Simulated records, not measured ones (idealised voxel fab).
This is a process module. Its name is voxel wiring stack.
Displayed cross-section: cut, width of 150 nm, square cells sized 5 nm.
In what follows, cross-sections appear as grids of square cells, described through bands that run from the top down, where every band is one or more rows of cells. First you get the band's top height and its bottom height, in nm, and then the materials it's made of, left to right, with each width in nm. If you see a single material with "full width", that one covers the band edge to edge. "blank" is empty space. Convention: height 0 is the level below which the wafer, as received, is all one material. The lowest band does not terminate at the bottom but continues downward, represented as "0 nm and below". It should be noted that a width expressed as "30..40" varies in equal increments from row to row of cells within the band, taking the value of the first number at the top row and that of the second number at the bottom row. "changes: none" -> step changed no cross-section cell. Any empty space of 8 cells or more lacking an open way to the top shows up in "Voids lacking openings" as width x height at distance, distance from the left edge, in nm. If you see something after the settings on a step's line, that's the simulator's own remark about that step. overlay nm: step with mask; distance mask lay right of planned place; negative value = left of planned place.
**The steps planned for the process are as follows**
- 1: RECEIVE with material Si
- 2: CONFORMAL_DEP with material SiO2, thk nm 15
- 3: CONFORMAL_DEP with material SiCN, thk nm 5
- 4: DIRECTIONAL_DEP with material SiO2, thk nm 15
- 5: DIRECTIONAL_DEP with material aC, thk nm 10
- 6: PATTERN with tone open, mask id METAL_1, material resist, width nm 25, pitch nm 40, thk nm 25, overlay nm 0
- 7: DIRECTIONAL_ETCH with etch materials aC, depth nm 10
- 8: STRIP with etch materials resist
- 9: DIRECTIONAL_ETCH with etch materials SiO2, depth nm 15
- 10: DIRECTIONAL_ETCH with etch materials SiCN, depth nm 5
- 11: STRIP with etch materials aC
- 12: CONFORMAL_DEP with material TiN, thk nm 5
- 13: FILL_DEP with material Cu, thk nm 5
- 14: CMP with height nm 35
- 15: CONFORMAL_DEP with material SiCN, thk nm 5
- 16: DIRECTIONAL_DEP with material lowk, thk nm 30
- 17: DIRECTIONAL_DEP with material aC, thk nm 15
- 18: PATTERN with tone open, mask id METAL_2, material resist, width nm 25, pitch nm 40, thk nm 30, overlay nm 0
- 19: DIRECTIONAL_ETCH with etch materials aC, depth nm 15
- 20: STRIP with etch materials resist
- 21: DIRECTIONAL_ETCH with etch materials lowk, depth nm 15
- 22: STRIP with etch materials aC
- 23: MASKED_ETCH with tone open, mask id METAL_2_HOLES, width nm 15, pitch nm 80, etch materials lowk, depth nm 15, overlay nm 0
- 24: MASKED_ETCH with tone open, mask id METAL_2_HOLES, width nm 15, pitch nm 80, etch materials SiCN, depth nm 5, overlay nm 0
- 25: CONFORMAL_DEP with material TiN, thk nm 5
- 26: FILL_DEP with material Ru, thk nm 10
- 27: CMP with height nm 70
- 28: CONFORMAL_DEP with material SiN, thk nm 5
**Incoming wafer, cross-sectional view, post step 1**
	0 nm and below: Si full width
	Voids lacking openings: none
**End-of-module cross-section. Starting structure and process plan as above; one mistake made in running it**
	75 nm to 70 nm: SiN full width
	70 nm to 60 nm: 20 of lowk, 5 of TiN, 15 of Ru, 5 of TiN, 15 of lowk, 5 of TiN, 15 of Ru, 5 of TiN, 15 of lowk, 5 of TiN, 15 of Ru, 5 of TiN, 25 of lowk
	60 nm to 55 nm: 20 of lowk, 5 of TiN, 5 of Ru, 15 of TiN, 15 of lowk, 25 of TiN, 15 of lowk, 5 of TiN, 5 of Ru, 15 of TiN, 25 of lowk
	55 nm to 40 nm: 20 of lowk, 5 of TiN, 5 of Ru, 5 of TiN, 65 of lowk, 5 of TiN, 5 of Ru, 5 of TiN, 35 of lowk
	40 nm to 35 nm: 20 of SiCN, 15 of TiN, 65 of SiCN, 15 of TiN, 35 of SiCN
	35 nm to 25 nm: 20 of SiO2, 5 of TiN, 15 of Cu, 5 of TiN, 15 of SiO2, 5 of TiN, 15 of Cu, 5 of TiN, 15 of SiO2, 5 of TiN, 15 of Cu, 5 of TiN, 25 of SiO2
	25 nm to 20 nm: 20 of SiO2, 25 of TiN, 15 of SiO2, 25 of TiN, 15 of SiO2, 25 of TiN, 25 of SiO2
	20 nm to 5 nm: SiO2 full width
	5 nm to 0 nm: SiCN full width
	0 nm and below: Si full width
	Voids lacking openings: none
It is concluded that the wafer was processed incorrectly with respect to the plan, in that the intended sequence of steps 2 and 3 was reversed during processing, with each occupying the position of the other
